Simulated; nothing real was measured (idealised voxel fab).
The document below concerns the process module designated voxel transistor to metal.
The cross-section on display is named cut; it measures 160 nm wide, and its cells are 5 nm squares.
The cross-sections in this document take the form of a grid made of square cells. They are written out as bands, in order from top to bottom. Each band consists of one or more rows of cells. Band: top height; bottom height; in nm. Then, left to right: material with width in nm, for each material. "all across": a single material spanning edge to edge. "blank": empty space. It should be noted that heights are counted from 0, beneath which the wafer as supplied is of one material throughout, and that the lowest band possesses no lower boundary but continues downward, as written in "top 0, no bottom". With a width like "30 to 40", each row of cells in the band differs from the next by the same amount, the top row carrying the first number and the bottom row the second. What does "nothing altered" mean for a step? It means no cell of the cross-section changed in that step. "Enclosed cavity list" - sealed voids, min. 8 cells, no opening to top; format: width x height at distance (distance from left edge; nm throughout). Step line, after settings: the simulator's comment on this step. overlay nm: right-of-plan distance of the mask on a masked step; negative values mean left-of-plan. In what follows, pairs of cross-sections are presented, each taken before and after one process step, with the after cross-section shown only down to the lowest band that was altered; the step, together with its settings, is stated below the pair. The pairs may stem from different runs of this module on the same starting wafer; accordingly, a pair should be taken as continuing from the one above it solely where its entry headed "Before the process" indicates as much.
**Before the process**
    top 85, bottom 50: SiO2 all across
    top 50, bottom 45: SiCN all across
    top 45, bottom 25: 20 nm SiO2, 5 nm SiN, 20 nm W, 5 nm SiN, 60 nm SiO2, 5 nm SiN, 20 nm W, 5 nm SiN, 20 nm SiO2
    top 25, bottom 20: 25 nm SiN, 20 nm TiN, 70 nm SiN, 20 nm TiN, 25 nm SiN
    top 20, bottom 15: 25 nm SiO2, 5 nm TiN, 10 nm W, 5 nm TiN, 70 nm SiO2, 5 nm TiN, 10 nm W, 5 nm TiN, 25 nm SiO2
    top 15, bottom 10: 25 nm SiO2, 20 nm TiN, 70 nm SiO2, 20 nm TiN, 25 nm SiO2
    top 10, bottom 5: 25 nm SiO2, 10 nm TiN, 20 nm SiGe, 5 nm SiN, 5 nm HfO2, 5 nm TiN, 20 nm W, 5 nm TiN, 5 nm HfO2, 5 nm SiN, 20 nm SiGe, 10 nm TiN, 25 nm SiO2
    top 5, bottom 0: 20 nm SiO2, 5 nm SiN, 10 nm TiN, 20 nm SiGe, 5 nm SiN, 5 nm HfO2, 5 nm TiN, 20 nm W, 5 nm TiN, 5 nm HfO2, 5 nm SiN, 20 nm SiGe, 10 nm TiN, 5 nm SiN, 20 nm SiO2
    top 0, bottom -5: 20 nm SiO2, 5 nm SiN, 10 nm TiN, 20 nm SiGe, 5 nm SiN, 5 nm HfO2, 30 nm TiN, 5 nm HfO2, 5 nm SiN, 20 nm SiGe, 10 nm TiN, 5 nm SiN, 20 nm SiO2
    top -5, bottom -10: 25 nm SiO2, 30 nm SiGe, 5 nm SiO2, 40 nm HfO2, 5 nm SiO2, 30 nm SiGe, 25 nm SiO2
    top -10, bottom -25: 25 nm SiO2, 30 nm SiGe, 50 nm Si, 30 nm SiGe, 25 nm SiO2
    top -25, bottom -45: 25 nm SiO2, 110 nm Si, 25 nm SiO2
    top -45, no bottom: Si all across
    Enclosed cavity list: none
**Resulting Structure**
    top 105, bottom 85: 25 nm resist, 15 nm blank, 75 nm resist, 15 nm blank, 30 nm resist
    Nothing below the height 85 has changed.
    Enclosed cavity list: none
Which process step falls between the two cross-sections above? op PATTERN | tone open | mask id METAL_2_HOLES | material resist | width nm 15 | pitch nm 90 | thk nm 20 | overlay nm 0
Before the process: it's just the after picture from the pair right above this one.
**Resulting Structure**
    top 105, bottom 85: 25 nm resist, 15 nm blank, 75 nm resist, 15 nm blank, 30 nm resist
    top 85, bottom 50: 25 nm SiO2, 15 nm blank, 75 nm SiO2, 15 nm blank, 30 nm SiO2
    Nothing below the height 50 has changed.
    Enclosed cavity list: none
Which process step falls between the two cross-sections above? op DIRECTIONAL_ETCH | etch materials SiO2 | depth nm 35
Before the process: it's just the after picture from the pair right above this one.
**Resulting Structure**
    top 85, bottom 50: 25 nm SiO2, 15 nm blank, 75 nm SiO2, 15 nm blank, 30 nm SiO2
    Nothing below the height 50 has changed.
    Enclosed cavity list: none
Which process step falls between the two cross-sections above? op STRIP | etch materials resist
Before the process: it's just the after picture from the pair right above this one.
**Resulting Structure**
    top 100, bottom 85: 25 nm resist, 20 nm blank, 70 nm resist, 20 nm blank, 25 nm resist
    Nothing below the height 85 has changed.
    Enclosed cavity list: none
Which process step falls between the two cross-sections above? op PATTERN | tone open | mask id METAL_2 | material resist | width nm 20 | pitch nm 90 | thk nm 15 | overlay nm 0
Before the process: it's just the after picture from the pair right above this one.
**Resulting Structure**
    top 100, bottom 85: 25 nm resist, 20 nm blank, 70 nm resist, 20 nm blank, 25 nm resist
    top 85, bottom 65: 25 nm SiO2, 20 nm blank, 70 nm SiO2, 20 nm blank, 25 nm SiO2
    Nothing below the height 65 has changed.
    Enclosed cavity list: none
Which process step falls between the two cross-sections above? op DIRECTIONAL_ETCH | etch materials SiO2 | depth nm 20
Before the process: it's just the after picture from the pair right above this one.
**Resulting Structure**
    top 100, bottom 85: 25 nm resist, 20 nm blank, 70 nm resist, 20 nm blank, 25 nm resist
    top 85, bottom 65: 25 nm SiO2, 20 nm blank, 70 nm SiO2, 20 nm blank, 25 nm SiO2
    top 65, bottom 50: 25 nm SiO2, 15 nm blank, 75 nm SiO2, 15 nm blank, 30 nm SiO2
    top 50, bottom 45: 25 nm SiCN, 15 nm blank, 75 nm SiCN, 15 nm blank, 30 nm SiCN
    Nothing below the height 45 has changed.
    Enclosed cavity list: none
Which process step falls between the two cross-sections above? op DIRECTIONAL_ETCH | etch materials SiCN | depth nm 5
Before the process: it's just the after picture from the pair right above this one.
**Resulting Structure**
    top 85, bottom 65: 25 nm SiO2, 20 nm blank, 70 nm SiO2, 20 nm blank, 25 nm SiO2
    Nothing below the height 65 has changed.
    Enclosed cavity list: none
Which process step falls between the two cross-sections above? op STRIP | etch materials resist
Before the process: it's just the after picture from the pair right above this one.
**Resulting Structure**
    top 90, bottom 85: 30 nm TiN, 10 nm blank, 80 nm TiN, 10 nm blank, 30 nm TiN
    top 85, bottom 70: 25 nm SiO2, 5 nm TiN, 10 nm blank, 5 nm TiN, 70 nm SiO2, 5 nm TiN, 10 nm blank, 5 nm TiN, 25 nm SiO2
    top 70, bottom 65: 25 nm SiO2, 5 nm TiN, 5 nm blank, 10 nm TiN, 70 nm SiO2, 5 nm TiN, 5 nm blank, 10 nm TiN, 25 nm SiO2
    top 65, bottom 50: 25 nm SiO2, 5 nm TiN, 5 nm blank, 5 nm TiN, 75 nm SiO2, 5 nm TiN, 5 nm blank, 5 nm TiN, 30 nm SiO2
    top 50, bottom 45: 25 nm SiCN, 15 nm TiN, 75 nm SiCN, 15 nm TiN, 30 nm SiCN
    Nothing below the height 45 has changed.
    Enclosed cavity list: none
Which process step falls between the two cross-sections above? op CONFORMAL_DEP | material TiN | thk nm 5
Before the process: it's just the after picture from the pair right above this one.
**Resulting Structure**
    top 100, bottom 90: Cu all across
    top 90, bottom 85: 30 nm TiN, 10 nm Cu, 80 nm TiN, 10 nm Cu, 30 nm TiN
    top 85, bottom 70: 25 nm SiO2, 5 nm TiN, 10 nm Cu, 5 nm TiN, 70 nm SiO2, 5 nm TiN, 10 nm Cu, 5 nm TiN, 25 nm SiO2
    top 70, bottom 65: 25 nm SiO2, 5 nm TiN, 5 nm Cu, 10 nm TiN, 70 nm SiO2, 5 nm TiN, 5 nm Cu, 10 nm TiN, 25 nm SiO2
    top 65, bottom 50: 25 nm SiO2, 5 nm TiN, 5 nm Cu, 5 nm TiN, 75 nm SiO2, 5 nm TiN, 5 nm Cu, 5 nm TiN, 30 nm SiO2
    Nothing below the height 50 has changed.
    Enclosed cavity list: none
Which process step falls between the two cross-sections above? op FILL_DEP | material Cu | thk nm 10
Before the process: it's just the after picture from the pair right above this one.
**Resulting Structure**
    top 85, bottom 70: 25 nm SiO2, 5 nm TiN, 10 nm Cu, 5 nm TiN, 70 nm SiO2, 5 nm TiN, 10 nm Cu, 5 nm TiN, 25 nm SiO2
    Nothing below the height 70 has changed.
    Enclosed cavity list: none
Which process step falls between the two cross-sections above? op CMP | height nm 85
Before the process: it's just the after picture from the pair right above this one.
**Resulting Structure**
    top 90, bottom 85: SiCN all across
    Nothing below the height 85 has changed.
    Enclosed cavity list: none
Which process step falls between the two cross-sections above? op CONFORMAL_DEP | material SiCN | thk nm 5
**Before the process**
    top 15, bottom 10: 55 nm blank, 5 nm SiN, 40 nm blank, 5 nm SiN, 55 nm blank
    top 10, bottom 5: 35 nm SiO2, 20 nm SiGe, 5 nm SiN, 40 nm blank, 5 nm SiN, 20 nm SiGe, 35 nm SiO2
    top 5, bottom -5: 20 nm SiO2, 5 nm SiN, 10 nm SiO2, 20 nm SiGe, 5 nm SiN, 40 nm blank, 5 nm SiN, 20 nm SiGe, 10 nm SiO2, 5 nm SiN, 20 nm SiO2
    top -5, bottom -10: 25 nm SiO2, 30 nm SiGe, 5 nm SiO2, 40 nm blank, 5 nm SiO2, 30 nm SiGe, 25 nm SiO2
    top -10, bottom -25: 25 nm SiO2, 30 nm SiGe, 50 nm Si, 30 nm SiGe, 25 nm SiO2
    top -25, bottom -45: 25 nm SiO2, 110 nm Si, 25 nm SiO2
    top -45, no bottom: Si all across
    Enclosed cavity list: none
**Resulting Structure**
    top 20, bottom 15: 50 nm blank, 15 nm TiN, 30 nm blank, 15 nm TiN, 50 nm blank
    top 15, bottom 10: 55 nm TiN, 5 nm SiN, 5 nm TiN, 30 nm blank, 5 nm TiN, 5 nm SiN, 55 nm TiN
    top 10, bottom 5: 35 nm SiO2, 20 nm SiGe, 5 nm SiN, 5 nm TiN, 30 nm blank, 5 nm TiN, 5 nm SiN, 20 nm SiGe, 35 nm SiO2
    top 5, bottom -5: 20 nm SiO2, 5 nm SiN, 10 nm SiO2, 20 nm SiGe, 5 nm SiN, 5 nm TiN, 30 nm blank, 5 nm TiN, 5 nm SiN, 20 nm SiGe, 10 nm SiO2, 5 nm SiN, 20 nm SiO2
    top -5, bottom -10: 25 nm SiO2, 30 nm SiGe, 5 nm SiO2, 40 nm TiN, 5 nm SiO2, 30 nm SiGe, 25 nm SiO2
    Nothing below the height -10 has changed.
    Enclosed cavity list: none
Which process step falls between the two cross-sections above? op CONFORMAL_DEP | material TiN | thk nm 5
Before the process: it's just the after picture from the pair right above this one.
**Resulting Structure**
    top 30, bottom 20: W all across
    top 20, bottom 15: 50 nm W, 15 nm TiN, 30 nm W, 15 nm TiN, 50 nm W
    top 15, bottom 10: 55 nm TiN, 5 nm SiN, 5 nm TiN, 30 nm W, 5 nm TiN, 5 nm SiN, 55 nm TiN
    top 10, bottom 5: 35 nm SiO2, 20 nm SiGe, 5 nm SiN, 5 nm TiN, 30 nm W, 5 nm TiN, 5 nm SiN, 20 nm SiGe, 35 nm SiO2
    top 5, bottom -5: 20 nm SiO2, 5 nm SiN, 10 nm SiO2, 20 nm SiGe, 5 nm SiN, 5 nm TiN, 30 nm W, 5 nm TiN, 5 nm SiN, 20 nm SiGe, 10 nm SiO2, 5 nm SiN, 20 nm SiO2
    Nothing below the height -5 has changed.
    Enclosed cavity list: none
Which process step falls between the two cross-sections above? op FILL_DEP | material W | thk nm 10
Before the process: it's just the after picture from the pair right above this one.
**Resulting Structure**
    top 10, bottom 5: 35 nm SiO2, 20 nm SiGe, 5 nm SiN, 5 nm TiN, 30 nm W, 5 nm TiN, 5 nm SiN, 20 nm SiGe, 35 nm SiO2
    Nothing below the height 5 has changed.
    Enclosed cavity list: none
Which process step falls between the two cross-sections above? op CMP | height nm 10
Before the process: it's just the after picture from the pair right above this one.
**Resulting Structure**
    top 20, bottom 10: SiO2 all across
    Nothing below the height 10 has changed.
    Enclosed cavity list: none
Which process step falls between the two cross-sections above? op DIRECTIONAL_DEP | material SiO2 | thk nm 10
Before the process: it's just the after picture from the pair right above this one.
**Resulting Structure**
    top 35, bottom 20: 25 nm resist, 20 nm blank, 70 nm resist, 20 nm blank, 25 nm resist
    Nothing below the height 20 has changed.
    Enclosed cavity list: none
Which process step falls between the two cross-sections above? op PATTERN | tone open | mask id CONTACT | material resist | width nm 20 | pitch nm 90 | thk nm 15 | overlay nm 0
Before the process: it's just the after picture from the pair right above this one.
**Resulting Structure**
    top 35, bottom 20: 25 nm resist, 20 nm blank, 70 nm resist, 20 nm blank, 25 nm resist
    top 20, bottom 10: 25 nm SiO2, 20 nm blank, 70 nm SiO2, 20 nm blank, 25 nm SiO2
    top 10, bottom 5: 25 nm SiO2, 10 nm blank, 20 nm SiGe, 5 nm SiN, 5 nm TiN, 30 nm W, 5 nm TiN, 5 nm SiN, 20 nm SiGe, 10 nm blank, 25 nm SiO2
    top 5, bottom -5: 20 nm SiO2, 5 nm SiN, 10 nm blank, 20 nm SiGe, 5 nm SiN, 5 nm TiN, 30 nm W, 5 nm TiN, 5 nm SiN, 20 nm SiGe, 10 nm blank, 5 nm SiN, 20 nm SiO2
    Nothing below the height -5 has changed.
    Enclosed cavity list: none
Which process step falls between the two cross-sections above? op DIRECTIONAL_ETCH | etch materials SiO2 | depth nm 25
Before the process: it's just the after picture from the pair right above this one.
**Resulting Structure**
    top 20, bottom 10: 25 nm SiO2, 20 nm blank, 70 nm SiO2, 20 nm blank, 25 nm SiO2
    Nothing below the height 10 has changed.
    Enclosed cavity list: none
Which process step falls between the two cross-sections above? op STRIP | etch materials resist
Before the process: it's just the after picture from the pair right above this one.
**Resulting Structure**
    top 25, bottom 20: 30 nm TiN, 10 nm blank, 80 nm TiN, 10 nm blank, 30 nm TiN
    top 20, bottom 15: 25 nm SiO2, 5 nm TiN, 10 nm blank, 5 nm TiN, 70 nm SiO2, 5 nm TiN, 10 nm blank, 5 nm TiN, 25 nm SiO2
    top 15, bottom 10: 25 nm SiO2, 20 nm TiN, 70 nm SiO2, 20 nm TiN, 25 nm SiO2
    top 10, bottom 5: 25 nm SiO2, 10 nm TiN, 20 nm SiGe, 5 nm SiN, 5 nm TiN, 30 nm W, 5 nm TiN, 5 nm SiN, 20 nm SiGe, 10 nm TiN, 25 nm SiO2
    top 5, bottom -5: 20 nm SiO2, 5 nm SiN, 10 nm TiN, 20 nm SiGe, 5 nm SiN, 5 nm TiN, 30 nm W, 5 nm TiN, 5 nm SiN, 20 nm SiGe, 10 nm TiN, 5 nm SiN, 20 nm SiO2
    Nothing below the height -5 has changed.
    Enclosed cavity list: none
Which process step falls between the two cross-sections above? op CONFORMAL_DEP | material TiN | thk nm 5
Before the process: it's just the after picture from the pair right above this one.
**Resulting Structure**
    top 30, bottom 25: W all across
    top 25, bottom 20: 30 nm TiN, 10 nm W, 80 nm TiN, 10 nm W, 30 nm TiN
    top 20, bottom 15: 25 nm SiO2, 5 nm TiN, 10 nm W, 5 nm TiN, 70 nm SiO2, 5 nm TiN, 10 nm W, 5 nm TiN, 25 nm SiO2
    Nothing below the height 15 has changed.
    Enclosed cavity list: none
Which process step falls between the two cross-sections above? op FILL_DEP | material W | thk nm 5
Before the process: it's just the after picture from the pair right above this one.
**Resulting Structure**
    top 20, bottom 15: 25 nm SiO2, 5 nm TiN, 10 nm W, 5 nm TiN, 70 nm SiO2, 5 nm TiN, 10 nm W, 5 nm TiN, 25 nm SiO2
    Nothing below the height 15 has changed.
    Enclosed cavity list: none
Which process step falls between the two cross-sections above? op CMP | height nm 20
Before the process: it's just the after picture from the pair right above this one.
**Resulting Structure**
    top 25, bottom 20: TiN all across
    Nothing below the height 20 has changed.
    Enclosed cavity list: none
Which process step falls between the two cross-sections above? op DIRECTIONAL_DEP | material TiN | thk nm 5
Before the process: it's just the after picture from the pair right above this one.
**Resulting Structure**
    top 45, bottom 25: W all across
    Nothing below the height 25 has changed.
    Enclosed cavity list: none
Which process step falls between the two cross-sections above? op DIRECTIONAL_DEP | material W | thk nm 20
Before the process: it's just the after picture from the pair right above this one.
**Resulting Structure**
    top 65, bottom 45: 25 nm blank, 20 nm resist, 70 nm blank, 20 nm resist, 25 nm blank
    Nothing below the height 45 has changed.
    Enclosed cavity list: none
Which process step falls between the two cross-sections above? op PATTERN | tone cover | mask id METAL_1 | material resist | width nm 20 | pitch nm 90 | thk nm 20 | overlay nm 0
Before the process: it's just the after picture from the pair right above this one.
**Resulting Structure**
    top 65, bottom 45: 25 nm blank, 20 nm resist, 70 nm blank, 20 nm resist, 25 nm blank
    top 45, bottom 25: 25 nm blank, 20 nm W, 70 nm blank, 20 nm W, 25 nm blank
    Nothing below the height 25 has changed.
    Enclosed cavity list: none
Which process step falls between the two cross-sections above? op DIRECTIONAL_ETCH | etch materials W | depth nm 20
Before the process: it's just the after picture from the pair right above this one.
**Resulting Structure**
    top 65, bottom 45: 25 nm blank, 20 nm resist, 70 nm blank, 20 nm resist, 25 nm blank
    top 45, bottom 25: 25 nm blank, 20 nm W, 70 nm blank, 20 nm W, 25 nm blank
    top 25, bottom 20: 25 nm blank, 20 nm TiN, 70 nm blank, 20 nm TiN, 25 nm blank
    Nothing below the height 20 has changed.
    Enclosed cavity list: none
Which process step falls between the two cross-sections above? op DIRECTIONAL_ETCH | etch materials TiN | depth nm 5
Before the process: it's just the after picture from the pair right above this one.
**Resulting Structure**
    top 45, bottom 25: 25 nm blank, 20 nm W, 70 nm blank, 20 nm W, 25 nm blank
    Nothing below the height 25 has changed.
    Enclosed cavity list: none
Which process step falls between the two cross-sections above? op STRIP | etch materials resist
Before the process: it's just the after picture from the pair right above this one.
**Resulting Structure**
    top 50, bottom 45: 20 nm blank, 30 nm SiN, 60 nm blank, 30 nm SiN, 20 nm blank
    top 45, bottom 25: 20 nm blank, 5 nm SiN, 20 nm W, 5 nm SiN, 60 nm blank, 5 nm SiN, 20 nm W, 5 nm SiN, 20 nm blank
    top 25, bottom 20: 25 nm SiN, 20 nm TiN, 70 nm SiN, 20 nm TiN, 25 nm SiN
    Nothing below the height 20 has changed.
    Enclosed cavity list: none
Which process step falls between the two cross-sections above? op CONFORMAL_DEP | material SiN | thk nm 5
Before the process: it's just the after picture from the pair right above this one.
**Resulting Structure**
    top 60, bottom 50: SiO2 all across
    top 50, bottom 45: 20 nm SiO2, 30 nm SiN, 60 nm SiO2, 30 nm SiN, 20 nm SiO2
    top 45, bottom 25: 20 nm SiO2, 5 nm SiN, 20 nm W, 5 nm SiN, 60 nm SiO2, 5 nm SiN, 20 nm W, 5 nm SiN, 20 nm SiO2
    Nothing below the height 25 has changed.
    Enclosed cavity list: none
Which process step falls between the two cross-sections above? op FILL_DEP | material SiO2 | thk nm 10
Before the process: it's just the after picture from the pair right above this one.
**Resulting Structure**
    top 45, bottom 25: 20 nm SiO2, 5 nm SiN, 20 nm W, 5 nm SiN, 60 nm SiO2, 5 nm SiN, 20 nm W, 5 nm SiN, 20 nm SiO2
    Nothing below the height 25 has changed.
    Enclosed cavity list: none
Which process step falls between the two cross-sections above? op CMP | height nm 45
Before the process: it's just the after picture from the pair right above this one.
**Resulting Structure**
    top 50, bottom 45: SiCN all across
    Nothing below the height 45 has changed.
    Enclosed cavity list: none
Which process step falls between the two cross-sections above? op CONFORMAL_DEP | material SiCN | thk nm 5
Before the process: it's just the after picture from the pair right above this one.
**Resulting Structure**
    top 85, bottom 50: SiO2 all across
    Nothing below the height 50 has changed.
    Enclosed cavity list: none
Which process step falls between the two cross-sections above? op DIRECTIONAL_DEP | material SiO2 | thk nm 35
Before the process: it's just the after picture from the pair right above this one.
**Resulting Structure**
    top 105, bottom 85: 25 nm resist, 15 nm blank, 75 nm resist, 15 nm blank, 30 nm resist
    Nothing below the height 85 has changed.
    Enclosed cavity list: none
Which process step falls between the two cross-sections above? op PATTERN | tone open | mask id METAL_2_HOLES | material resist | width nm 15 | pitch nm 90 | thk nm 20 | overlay nm 0
Before the process: it's just the after picture from the pair right above this one.
**Resulting Structure**
    top 105, bottom 85: 25 nm resist, 15 nm blank, 75 nm resist, 15 nm blank, 30 nm resist
    top 85, bottom 50: 25 nm SiO2, 15 nm blank, 75 nm SiO2, 15 nm blank, 30 nm SiO2
    Nothing below the height 50 has changed.
    Enclosed cavity list: none
Which process step falls between the two cross-sections above? op DIRECTIONAL_ETCH | etch materials SiO2 | depth nm 35
Before the process: it's just the after picture from the pair right above this one.
**Resulting Structure**
    top 85, bottom 50: 25 nm SiO2, 15 nm blank, 75 nm SiO2, 15 nm blank, 30 nm SiO2
    Nothing below the height 50 has changed.
    Enclosed cavity list: none
Which process step falls between the two cross-sections above? op STRIP | etch materials resist
Before the process: it's just the after picture from the pair right above this one.
**Resulting Structure**
    top 100, bottom 85: 25 nm resist, 20 nm blank, 70 nm resist, 20 nm blank, 25 nm resist
    Nothing below the height 85 has changed.
    Enclosed cavity list: none
Which process step falls between the two cross-sections above? op PATTERN | tone open | mask id METAL_2 | material resist | width nm 20 | pitch nm 90 | thk nm 15 | overlay nm 0
Before the process: it's just the after picture from the pair right above this one.
**Resulting Structure**
    top 100, bottom 85: 25 nm resist, 20 nm blank, 70 nm resist, 20 nm blank, 25 nm resist
    top 85, bottom 65: 25 nm SiO2, 20 nm blank, 70 nm SiO2, 20 nm blank, 25 nm SiO2
    Nothing below the height 65 has changed.
    Enclosed cavity list: none
Which process step falls between the two cross-sections above? op DIRECTIONAL_ETCH | etch materials SiO2 | depth nm 20
Before the process: it's just the after picture from the pair right above this one.
**Resulting Structure**
    top 100, bottom 85: 25 nm resist, 20 nm blank, 70 nm resist, 20 nm blank, 25 nm resist
    top 85, bottom 65: 25 nm SiO2, 20 nm blank, 70 nm SiO2, 20 nm blank, 25 nm SiO2
    top 65, bottom 50: 25 nm SiO2, 15 nm blank, 75 nm SiO2, 15 nm blank, 30 nm SiO2
    top 50, bottom 45: 25 nm SiCN, 15 nm blank, 75 nm SiCN, 15 nm blank, 30 nm SiCN
    Nothing below the height 45 has changed.
    Enclosed cavity list: none
Which process step falls between the two cross-sections above? op DIRECTIONAL_ETCH | etch materials SiCN | depth nm 5
Before the process: it's just the after picture from the pair right above this one.
**Resulting Structure**
    top 85, bottom 65: 25 nm SiO2, 20 nm blank, 70 nm SiO2, 20 nm blank, 25 nm SiO2
    Nothing below the height 65 has changed.
    Enclosed cavity list: none
Which process step falls between the two cross-sections above? op STRIP | etch materials resist
Before the process: it's just the after picture from the pair right above this one.
**Resulting Structure**
    top 90, bottom 85: 30 nm TiN, 10 nm blank, 80 nm TiN, 10 nm blank, 30 nm TiN
    top 85, bottom 70: 25 nm SiO2, 5 nm TiN, 10 nm blank, 5 nm TiN, 70 nm SiO2, 5 nm TiN, 10 nm blank, 5 nm TiN, 25 nm SiO2
    top 70, bottom 65: 25 nm SiO2, 5 nm TiN, 5 nm blank, 10 nm TiN, 70 nm SiO2, 5 nm TiN, 5 nm blank, 10 nm TiN, 25 nm SiO2
    top 65, bottom 50: 25 nm SiO2, 5 nm TiN, 5 nm blank, 5 nm TiN, 75 nm SiO2, 5 nm TiN, 5 nm blank, 5 nm TiN, 30 nm SiO2
    top 50, bottom 45: 25 nm SiCN, 15 nm TiN, 75 nm SiCN, 15 nm TiN, 30 nm SiCN
    Nothing below the height 45 has changed.
    Enclosed cavity list: none
Which process step falls between the two cross-sections above? op CONFORMAL_DEP | material TiN | thk nm 5
Before the process: it's just the after picture from the pair right above this one.
**Resulting Structure**
    top 100, bottom 90: Cu all across
    top 90, bottom 85: 30 nm TiN, 10 nm Cu, 80 nm TiN, 10 nm Cu, 30 nm TiN
    top 85, bottom 70: 25 nm SiO2, 5 nm TiN, 10 nm Cu, 5 nm TiN, 70 nm SiO2, 5 nm TiN, 10 nm Cu, 5 nm TiN, 25 nm SiO2
    top 70, bottom 65: 25 nm SiO2, 5 nm TiN, 5 nm Cu, 10 nm TiN, 70 nm SiO2, 5 nm TiN, 5 nm Cu, 10 nm TiN, 25 nm SiO2
    top 65, bottom 50: 25 nm SiO2, 5 nm TiN, 5 nm Cu, 5 nm TiN, 75 nm SiO2, 5 nm TiN, 5 nm Cu, 5 nm TiN, 30 nm SiO2
    Nothing below the height 50 has changed.
    Enclosed cavity list: none
Which process step falls between the two cross-sections above? op FILL_DEP | material Cu | thk nm 10
Before the process: it's just the after picture from the pair right above this one.
**Resulting Structure**
    top 85, bottom 70: 25 nm SiO2, 5 nm TiN, 10 nm Cu, 5 nm TiN, 70 nm SiO2, 5 nm TiN, 10 nm Cu, 5 nm TiN, 25 nm SiO2
    Nothing below the height 70 has changed.
    Enclosed cavity list: none
Which process step falls between the two cross-sections above? op CMP | height nm 85
Before the process: it's just the after picture from the pair right above this one.
**Resulting Structure**
    top 90, bottom 85: SiCN all across
    Nothing below the height 85 has changed.
    Enclosed cavity list: none
Which process step falls between the two cross-sections above? op CONFORMAL_DEP | material SiCN | thk nm 5
**Before the process**
    top 25, bottom 20: 55 nm blank, 5 nm SiN, 5 nm blank, 30 nm SiCN, 5 nm blank, 5 nm SiN, 55 nm blank
    top 20, bottom 15: 55 nm blank, 5 nm SiN, 5 nm SiO2, 30 nm SiCN, 5 nm SiO2, 5 nm SiN, 55 nm blank
    top 15, bottom 10: 55 nm blank, 5 nm SiN, 5 nm SiO2, 30 nm polySi, 5 nm SiO2, 5 nm SiN, 55 nm blank
    top 10, bottom 5: 35 nm blank, 20 nm SiGe, 5 nm SiN, 5 nm SiO2, 30 nm polySi, 5 nm SiO2, 5 nm SiN, 20 nm SiGe, 35 nm blank
    top 5, bottom 0: 20 nm blank, 5 nm SiN, 10 nm blank, 20 nm SiGe, 5 nm SiN, 5 nm SiO2, 30 nm polySi, 5 nm SiO2, 5 nm SiN, 20 nm SiGe, 10 nm blank, 5 nm SiN, 20 nm blank
    top 0, bottom -5: 20 nm SiO2, 5 nm SiN, 10 nm blank, 20 nm SiGe, 5 nm SiN, 5 nm SiO2, 30 nm polySi, 5 nm SiO2, 5 nm SiN, 20 nm SiGe, 10 nm blank, 5 nm SiN, 20 nm SiO2
    top -5, bottom -10: 25 nm SiO2, 30 nm SiGe, 50 nm SiO2, 30 nm SiGe, 25 nm SiO2
    top -10, bottom -25: 25 nm SiO2, 30 nm SiGe, 50 nm Si, 30 nm SiGe, 25 nm SiO2
    top -25, bottom -45: 25 nm SiO2, 110 nm Si, 25 nm SiO2
    top -45, no bottom: Si all across
    Enclosed cavity list: none
**Resulting Structure**
    top 30, bottom 25: 15 nm blank, 45 nm SiGe, 40 nm blank, 45 nm SiGe, 15 nm blank
    top 25, bottom 20: 15 nm blank, 40 nm SiGe, 5 nm SiN, 5 nm blank, 30 nm SiCN, 5 nm blank, 5 nm SiN, 40 nm SiGe, 15 nm blank
    top 20, bottom 15: 15 nm blank, 40 nm SiGe, 5 nm SiN, 5 nm SiO2, 30 nm SiCN, 5 nm SiO2, 5 nm SiN, 40 nm SiGe, 15 nm blank
    top 15, bottom 5: 15 nm blank, 40 nm SiGe, 5 nm SiN, 5 nm SiO2, 30 nm polySi, 5 nm SiO2, 5 nm SiN, 40 nm SiGe, 15 nm blank
    top 5, bottom 0: 15 nm blank, 5 nm SiGe, 5 nm SiN, 30 nm SiGe, 5 nm SiN, 5 nm SiO2, 30 nm polySi, 5 nm SiO2, 5 nm SiN, 30 nm SiGe, 5 nm SiN, 5 nm SiGe, 15 nm blank
    top 0, bottom -5: 20 nm SiO2, 5 nm SiN, 30 nm SiGe, 5 nm SiN, 5 nm SiO2, 30 nm polySi, 5 nm SiO2, 5 nm SiN, 30 nm SiGe, 5 nm SiN, 20 nm SiO2
    Nothing below the height -5 has changed.
    Enclosed cavity list: none
Which process step falls between the two cross-sections above? op EPI | material SiGe | thk nm 20
Before the process: it's just the after picture from the pair right above this one.
**Resulting Structure**
    top 40, bottom 30: SiO2 all across
    top 30, bottom 25: 15 nm SiO2, 45 nm SiGe, 40 nm SiO2, 45 nm SiGe, 15 nm SiO2
    top 25, bottom 15: 15 nm SiO2, 40 nm SiGe, 5 nm SiN, 5 nm SiO2, 30 nm SiCN, 5 nm SiO2, 5 nm SiN, 40 nm SiGe, 15 nm SiO2
    top 15, bottom 5: 15 nm SiO2, 40 nm SiGe, 5 nm SiN, 5 nm SiO2, 30 nm polySi, 5 nm SiO2, 5 nm SiN, 40 nm SiGe, 15 nm SiO2
    top 5, bottom 0: 15 nm SiO2, 5 nm SiGe, 5 nm SiN, 30 nm SiGe, 5 nm SiN, 5 nm SiO2, 30 nm polySi, 5 nm SiO2, 5 nm SiN, 30 nm SiGe, 5 nm SiN, 5 nm SiGe, 15 nm SiO2
    Nothing below the height 0 has changed.
    Enclosed cavity list: none
Which process step falls between the two cross-sections above? op FILL_DEP | material SiO2 | thk nm 10
Before the process: it's just the after picture from the pair right above this one.
**Resulting Structure**
    top 15, bottom 5: 15 nm SiO2, 40 nm SiGe, 5 nm SiN, 5 nm SiO2, 30 nm polySi, 5 nm SiO2, 5 nm SiN, 40 nm SiGe, 15 nm SiO2
    Nothing below the height 5 has changed.
    Enclosed cavity list: none
Which process step falls between the two cross-sections above? op CMP | height nm 15
Before the process: it's just the after picture from the pair right above this one.
**Resulting Structure**
    top 15, bottom 5: 15 nm SiO2, 40 nm SiGe, 5 nm SiN, 5 nm SiO2, 30 nm blank, 5 nm SiO2, 5 nm SiN, 40 nm SiGe, 15 nm SiO2
    top 5, bottom 0: 15 nm SiO2, 5 nm SiGe, 5 nm SiN, 30 nm SiGe, 5 nm SiN, 5 nm SiO2, 30 nm blank, 5 nm SiO2, 5 nm SiN, 30 nm SiGe, 5 nm SiN, 5 nm SiGe, 15 nm SiO2
    top 0, bottom -5: 20 nm SiO2, 5 nm SiN, 30 nm SiGe, 5 nm SiN, 5 nm SiO2, 30 nm blank, 5 nm SiO2, 5 nm SiN, 30 nm SiGe, 5 nm SiN, 20 nm SiO2
    Nothing below the height -5 has changed.
    Enclosed cavity list: none
Which process step falls between the two cross-sections above? op STRIP | etch materials polySi
